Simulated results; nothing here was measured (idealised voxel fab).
voxel wiring stack: a process module
It is cross-section cut that appears here, measuring 290 nm in width, its square cells being 5 nm in size.
Think of the cross-section as a grid of square cells. We describe it in bands, top to bottom, and each band covers one or more rows of those cells. Per band: top height and bottom height in nm, followed by the left-to-right materials and their widths in nm; "everywhere" marks a single material spanning edge to edge, "air" marks empty space. The level at which height equals 0 is the one under which the wafer, as it arrives, is entirely one material. No lower edge exists for the bottom band, which continues downward and is notated as in "0 nm and below". Think of "30..40" as a width that walks from the first number to the second as you go down the band, top row to bottom row, taking equal-sized steps from row to row. Basically "remained the same" means that step didn't change any cell in the cross-section. "Trapped void list": empty spaces of 8 cells or more with no open way to the top, each given as width x height at distance, distance from the left edge, all in nm. Anything after a step's settings on that line? It's the simulator's own note about the step. overlay nm: how far to the right of its planned place the mask lay on this masked step (negative: to the left).

## Below is the list of planned process steps
- 1: RECEIVE [material Si]
- 2: CONFORMAL_DEP [material SiO2] [thk nm 15]
- 3: DIRECTIONAL_DEP [material TiN] [thk nm 5]
- 4: DIRECTIONAL_DEP [material Ru] [thk nm 25]
- 5: PATTERN [tone cover] [mask id METAL_1] [material resist] [width nm 30] [pitch nm 50] [thk nm 20] [overlay nm -15]
- 6: DIRECTIONAL_ETCH [etch materials Ru] [depth nm 25]
- 7: DIRECTIONAL_ETCH [etch materials TiN] [depth nm 5]
- 8: STRIP [etch materials resist]
- 9: FILL_DEP [material lowk] [thk nm 10]
- 10: CMP [height nm 45]
- 11: CONFORMAL_DEP [material SiCN] [thk nm 5]
- 12: DIRECTIONAL_DEP [material lowk] [thk nm 20]
- 13: MASKED_ETCH [tone open] [mask id PLUG_1] [width nm 15] [pitch nm 50] [etch materials lowk] [depth nm 20] [overlay nm 0]
- 14: MASKED_ETCH [tone open] [mask id PLUG_1] [width nm 15] [pitch nm 50] [etch materials SiCN] [depth nm 5] [overlay nm 0]
- 15: CONFORMAL_DEP [material TiN] [thk nm 5]
- 16: FILL_DEP [material Cu] [thk nm 5]
- 17: CMP [height nm 70]
- 18: DIRECTIONAL_DEP [material TiN] [thk nm 5]
- 19: DIRECTIONAL_DEP [material Ru] [thk nm 15]
- 20: DIRECTIONAL_DEP [material aC] [thk nm 15]
- 21: PATTERN [tone cover] [mask id METAL_2] [material resist] [width nm 30] [pitch nm 50] [thk nm 30] [overlay nm 0]
- 22: DIRECTIONAL_ETCH [etch materials aC] [depth nm 15]
- 23: STRIP [etch materials resist]
- 24: DIRECTIONAL_ETCH [etch materials Ru] [depth nm 15]
- 25: DIRECTIONAL_ETCH [etch materials TiN] [depth nm 5]
- 26: STRIP [etch materials aC]
- 27: CONFORMAL_DEP [material SiCN] [thk nm 5]
- 28: FILL_DEP [material lowk] [thk nm 10]
- 29: CMP [height nm 90]
- 30: CONFORMAL_DEP [material SiN] [thk nm 5]
It is noted that the wafers described herein are identical at the outset and are distinguished by the overlay nm of step 5; the value stated in the plan corresponds to the first wafer.

## Cross-section of the first of several wafers on receipt, reflecting completion of step 1
- 0 nm and below | Si everywhere
- Trapped void list: none

## End of module, by wafer: material-by-material cell gain (+) or loss (-) since receipt, then closed voids
overlay nm -15; +8 Cu; +96 Ru; +110 SiCN; +58 SiN; +174 SiO2; +46 TiN; +610 lowk; Trapped void list: none
overlay nm -10; +8 Cu; +96 Ru; +110 SiCN; +58 SiN; +174 SiO2; +46 TiN; +610 lowk; Trapped void list: none
overlay nm -5; +8 Cu; +96 Ru; +110 SiCN; +58 SiN; +174 SiO2; +46 TiN; +610 lowk; Trapped void list: none
overlay nm 0; +8 Cu; +96 Ru; +110 SiCN; +58 SiN; +174 SiO2; +46 TiN; +610 lowk; Trapped void list: none
overlay nm 5; +8 Cu; +96 Ru; +110 SiCN; +58 SiN; +174 SiO2; +46 TiN; +610 lowk; Trapped void list: none
overlay nm 10; +8 Cu; +96 Ru; +110 SiCN; +58 SiN; +174 SiO2; +46 TiN; +610 lowk; Trapped void list: none
overlay nm 15; +8 Cu; +96 Ru; +110 SiCN; +58 SiN; +174 SiO2; +46 TiN; +610 lowk; Trapped void list: none
